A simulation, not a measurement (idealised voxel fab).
process module | voxel capacitor over wiring
cross-section cut | 285 nm wide | cells 5 nm
A cross-section is a grid of square cells, given in bands from the top down. A band is one or more rows of cells.
Each band's line starts with the height of the band's top and of its bottom, in nm. Then come its materials from left to right, each with its width in nm. One material with "throughout" fills the band from edge to edge. "air" is empty space.
Height 0 is the level under which the wafer as received is all one material. The lowest band goes on downwards, as in "0 down".
A width such as "30 to 40" changes by the same amount from each row of cells to the next, from the band's top row to its bottom row.
"no change" after a step means that no cell of the cross-section changed.
closed voids: empty space of 8 cells or more with no open way to the top, each as width x height at its distance from the left edge, in nm
after a step's settings: what the simulator itself notes on the step
overlay nm, on a step with a mask: how far to the right of its planned place the mask lay; to the left if negative
plan
1 op RECEIVE | material Si
2 op CONFORMAL_DEP | material SiO2 | thk nm 10
3 op CONFORMAL_DEP | material SiN | thk nm 5
4 op DIRECTIONAL_DEP | material SiO2 | thk nm 20
5 op MASKED_ETCH | tone open | mask id METAL_1 | width nm 30 | pitch nm 80 | etch materials SiO2 | depth nm 20 | overlay nm 0
6 op MASKED_ETCH | tone open | mask id METAL_1 | width nm 30 | pitch nm 80 | etch materials SiN | depth nm 5 | overlay nm 0
7 op CONFORMAL_DEP | material TiN | thk nm 5
8 op FILL_DEP | material W | thk nm 10
9 op CMP | height nm 35
10 op CONFORMAL_DEP | material SiCN | thk nm 5
11 op DIRECTIONAL_DEP | material lowk | thk nm 20
12 op PATTERN | tone open | mask id PLUG_1 | material resist | width nm 15 | thk nm 20 | overlay nm 0
13 op DIRECTIONAL_ETCH | etch materials lowk | depth nm 20
14 op DIRECTIONAL_ETCH | etch materials SiCN | depth nm 5
15 op STRIP | etch materials resist
16 op CONFORMAL_DEP | material TiN | thk nm 5
17 op FILL_DEP | material Cu | thk nm 10
18 op CMP | height nm 60
19 op DIRECTIONAL_DEP | material TiN | thk nm 5
20 op DIRECTIONAL_DEP | material SiN | thk nm 5
21 op DIRECTIONAL_DEP | material TiN | thk nm 10
22 op MASKED_ETCH | tone cover | mask id UPPER_PLATE | width nm 55 | etch materials TiN | depth nm 10 | overlay nm 0
23 op MASKED_ETCH | tone cover | mask id UPPER_PLATE | width nm 55 | etch materials SiN | depth nm 5 | overlay nm 0
24 op DIRECTIONAL_DEP | material aC | thk nm 10
25 op PATTERN | tone cover | mask id LOWER_PLATE | material resist | width nm 65 | thk nm 30 | overlay nm 0
26 op DIRECTIONAL_ETCH | etch materials aC | depth nm 10
27 op STRIP | etch materials resist
28 op DIRECTIONAL_ETCH | etch materials TiN | depth nm 5
29 op STRIP | etch materials aC
30 op FILL_DEP | material SiO2 | thk nm 15
31 op CMP | height nm 90
32 op MASKED_ETCH | tone open | mask id PLUG_2 | width nm 15 | etch materials SiO2 | depth nm 10 | overlay nm -15
33 op CONFORMAL_DEP | material TiN | thk nm 5
34 op FILL_DEP | material Ru | thk nm 5
35 op CMP | height nm 90
36 op CONFORMAL_DEP | material SiN | thk nm 5
varied across the wafers: overlay nm of step 32. The plan shows the first wafer's value. All wafers start alike
first wafer as received, after step 1
  0 down: Si throughout
  closed voids: none
each wafer at the end: cells of each material gained (+) or lost (-) since it was received, then its closed voids
overlay nm -15 | +4 Cu | +1 Ru | +54 SiCN | +113 SiN | +584 SiO2 | +79 TiN | +32 W | +216 lowk | closed voids: none
overlay nm -10 | +4 Cu | +1 Ru | +54 SiCN | +113 SiN | +584 SiO2 | +79 TiN | +32 W | +216 lowk | closed voids: none
overlay nm -5 | +4 Cu | +1 Ru | +54 SiCN | +113 SiN | +584 SiO2 | +79 TiN | +32 W | +216 lowk | closed voids: none
overlay nm 0 | +4 Cu | +1 Ru | +54 SiCN | +113 SiN | +584 SiO2 | +79 TiN | +32 W | +216 lowk | closed voids: none
overlay nm 5 | +4 Cu | +1 Ru | +54 SiCN | +113 SiN | +584 SiO2 | +79 TiN | +32 W | +216 lowk | closed voids: none
overlay nm 10 | +4 Cu | +1 Ru | +54 SiCN | +113 SiN | +584 SiO2 | +79 TiN | +32 W | +216 lowk | closed voids: none
overlay nm 15 | +4 Cu | +1 Ru | +54 SiCN | +113 SiN | +584 SiO2 | +79 TiN | +32 W | +216 lowk | closed voids: none
